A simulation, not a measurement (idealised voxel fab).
The name of this process module is voxel wiring stack.
We display cut, a cross-section 170 nm in width whose square cells are each 5 nm.
Throughout this document, each cross-section is represented as a grid of square cells and is presented as a sequence of bands enumerated from the top downward, where a band comprises one or more rows of cells.
This entry defines a band. It first specifies the height of the band's top and the height of its bottom in nm, and then specifies the band's materials from left to right, stating each material with its width in nm. The word "full width" identifies a single material that fills the band from edge to edge, while the word "empty" identifies empty space.
Heights from 0 (as-received wafer is one material below). Bottom band endless downward, as "top 0, no bottom".
A width given as "30->40" starts at the first number in the band's top row and ends at the second number in its bottom row, shifting by an equal amount at every step from row to row.
When a step is marked "no change occurred", none of the cells in the cross-section changed during that step.
"Sealed cavities" contains a list of empty spaces, each no smaller than 8 cells and without an open way to the top, written in the form width x height at distance with the distance from the left edge and all three in nm.
What comes after the settings on a step's line is commentary from the simulator itself on that step.
overlay nm: mask offset rightward from planned place, masked step; negative means leftward offset.
SET OUT BELOW ARE THE PLANNED STEPS OF THE PROCESS
| 1 | RECEIVE with material Si |
| 2 | CONFORMAL_DEP with material SiO2, thk nm 15 |
| 3 | DIRECTIONAL_DEP with material TiN, thk nm 5 |
| 4 | DIRECTIONAL_DEP with material W, thk nm 15 |
| 5 | DIRECTIONAL_DEP with material aC, thk nm 15 |
| 6 | PATTERN with tone cover, mask id METAL_1, material resist, width nm 25, pitch nm 40, thk nm 35, overlay nm 0 |
| 7 | DIRECTIONAL_ETCH with etch materials aC, depth nm 15 |
| 8 | STRIP with etch materials resist |
| 9 | DIRECTIONAL_ETCH with etch materials W, depth nm 15 |
| 10 | DIRECTIONAL_ETCH with etch materials TiN, depth nm 5 |
| 11 | STRIP with etch materials aC |
| 12 | CONFORMAL_DEP with material SiN, thk nm 5 |
| 13 | FILL_DEP with material SiO2, thk nm 5 |
| 14 | CMP with height nm 35 |
| 15 | CONFORMAL_DEP with material SiCN, thk nm 5 |
| 16 | DIRECTIONAL_DEP with material SiO2, thk nm 25 |
| 17 | DIRECTIONAL_DEP with material aC, thk nm 15 |
| 18 | PATTERN with tone open, mask id METAL_2, material resist, width nm 25, pitch nm 40, thk nm 30, overlay nm 0 |
| 19 | DIRECTIONAL_ETCH with etch materials aC, depth nm 15 |
| 20 | STRIP with etch materials resist |
| 21 | DIRECTIONAL_ETCH with etch materials SiO2, depth nm 15 |
| 22 | STRIP with etch materials aC |
| 23 | DIRECTIONAL_DEP with material aC, thk nm 10 |
| 24 | PATTERN with tone open, mask id METAL_2_HOLES, material resist, width nm 15, pitch nm 80, thk nm 30, overlay nm 0 |
| 25 | DIRECTIONAL_ETCH with etch materials aC, depth nm 10 |
| 26 | STRIP with etch materials resist |
| 27 | DIRECTIONAL_ETCH with etch materials SiO2, depth nm 10 |
| 28 | DIRECTIONAL_ETCH with etch materials SiCN, depth nm 5 |
| 29 | STRIP with etch materials aC |
| 30 | CONFORMAL_DEP with material TiN, thk nm 5 |
| 31 | FILL_DEP with material Cu, thk nm 5 |
| 32 | CMP with height nm 65 |
| 33 | CONFORMAL_DEP with material SiCN, thk nm 5 |
| 34 | DIRECTIONAL_DEP with material lowk, thk nm 25 |
| 35 | MASKED_ETCH with tone open, mask id METAL_3, width nm 25, pitch nm 40, etch materials lowk, depth nm 15, overlay nm 0 |
| 36 | MASKED_ETCH with tone open, mask id METAL_3_HOLES, width nm 15, pitch nm 40, etch materials lowk, depth nm 10, overlay nm 0 |
| 37 | MASKED_ETCH with tone open, mask id METAL_3_HOLES, width nm 15, pitch nm 40, etch materials SiCN, depth nm 5, overlay nm 0 |
| 38 | CONFORMAL_DEP with material TiN, thk nm 5 |
| 39 | FILL_DEP with material Cu, thk nm 10 |
| 40 | CMP with height nm 95 |
| 41 | CONFORMAL_DEP with material SiN, thk nm 5 |
DELIVERED WAFER IN CROSS-SECTION: STATE AFTER STEP 1
top 0, no bottom = Si full width
Sealed cavities: none
CROSS-SECTION, FIRST OF TWO WAFERS, END OF MODULE, RUN AS PLANNED
top 100, bottom 95 = SiN full width
top 95, bottom 85 = lowk (30), TiN (5), Cu (15), TiN (5), lowk (15), TiN (5), Cu (15), TiN (5), lowk (15), TiN (5), Cu (15), TiN (5), lowk (35)
top 85, bottom 80 = lowk (30), TiN (5), Cu (5), TiN (15), lowk (15), TiN (5), Cu (5), TiN (15), lowk (15), TiN (5), Cu (5), TiN (15), lowk (35)
top 80, bottom 70 = lowk (30), TiN (5), Cu (5), TiN (5), lowk (25), TiN (5), Cu (5), TiN (5), lowk (25), TiN (5), Cu (5), TiN (5), lowk (45)
top 70, bottom 65 = SiCN (30), TiN (15), SiCN (25), TiN (15), SiCN (25), TiN (15), SiCN (45)
top 65, bottom 55 = SiO2 (30), TiN (5), Cu (15), TiN (5), SiO2 (15), TiN (5), Cu (15), TiN (5), SiO2 (15), TiN (5), Cu (15), TiN (5), SiO2 (35)
top 55, bottom 50 = SiO2 (30), TiN (5), Cu (5), TiN (15), SiO2 (15), TiN (25), SiO2 (15), TiN (5), Cu (5), TiN (15), SiO2 (35)
top 50, bottom 40 = SiO2 (30), TiN (5), Cu (5), TiN (5), SiO2 (65), TiN (5), Cu (5), TiN (5), SiO2 (45)
top 40, bottom 35 = SiCN (30), TiN (15), SiCN (65), TiN (15), SiCN (45)
top 35, bottom 20 = SiO2 (25), SiN (5), W (25), SiN (5), SiO2 (5), SiN (5), W (25), SiN (5), SiO2 (5), SiN (5), W (25), SiN (5), SiO2 (30)
top 20, bottom 15 = SiN (30), TiN (25), SiN (15), TiN (25), SiN (15), TiN (25), SiN (35)
top 15, bottom 0 = SiO2 full width
top 0, no bottom = Si full width
Sealed cavities: none
HERE'S THE SECOND OF OUR TWO WAFERS SECTIONED AT MODULE END. SAME START AS THE FIRST, SAME PLAN, BUT ONE MISTAKE GOT MADE RUNNING IT
top 100, bottom 95 = SiN full width
top 95, bottom 85 = lowk (30), TiN (5), Cu (15), TiN (5), lowk (15), TiN (5), Cu (15), TiN (5), lowk (15), TiN (5), Cu (15), TiN (5), lowk (35)
top 85, bottom 75 = lowk (30), TiN (5), Cu (5), TiN (15->5), lowk (15->25), TiN (5), Cu (5), TiN (15->5), lowk (15->25), TiN (5), Cu (5), TiN (15->5), lowk (35->45)
top 75, bottom 70 = lowk (30), TiN (15), lowk (25), TiN (15), lowk (25), TiN (15), lowk (45)
top 70, bottom 65 = SiO2 full width
top 65, bottom 55 = SiO2 (30), TiN (5), Cu (15), TiN (5), SiO2 (15), TiN (5), Cu (15), TiN (5), SiO2 (15), TiN (5), Cu (15), TiN (5), SiO2 (35)
top 55, bottom 50 = SiO2 (30), TiN (5), Cu (5), TiN (15), SiO2 (15), TiN (25), SiO2 (15), TiN (5), Cu (5), TiN (15), SiO2 (35)
top 50, bottom 40 = SiO2 (30), TiN (5), Cu (5), TiN (5), SiO2 (65), TiN (5), Cu (5), TiN (5), SiO2 (45)
top 40, bottom 35 = SiCN (30), TiN (15), SiCN (65), TiN (15), SiCN (45)
top 35, bottom 20 = SiO2 (25), SiN (5), W (25), SiN (5), SiO2 (5), SiN (5), W (25), SiN (5), SiO2 (5), SiN (5), W (25), SiN (5), SiO2 (30)
top 20, bottom 15 = SiN (30), TiN (25), SiN (15), TiN (25), SiN (15), TiN (25), SiN (35)
top 15, bottom 0 = SiO2 full width
top 0, no bottom = Si full width
Sealed cavities: none
Error vs. plan: step 33 did not happen as planned, as run it was CONFORMAL_DEP with material SiO2, thk nm 5
Upon completion, the second wafer contains, in terms of cells, a greater or smaller amount of certain materials than the first wafer: Cu: 3 fewer, SiCN: 25 fewer, SiO2: 34 more, TiN: 6 fewer
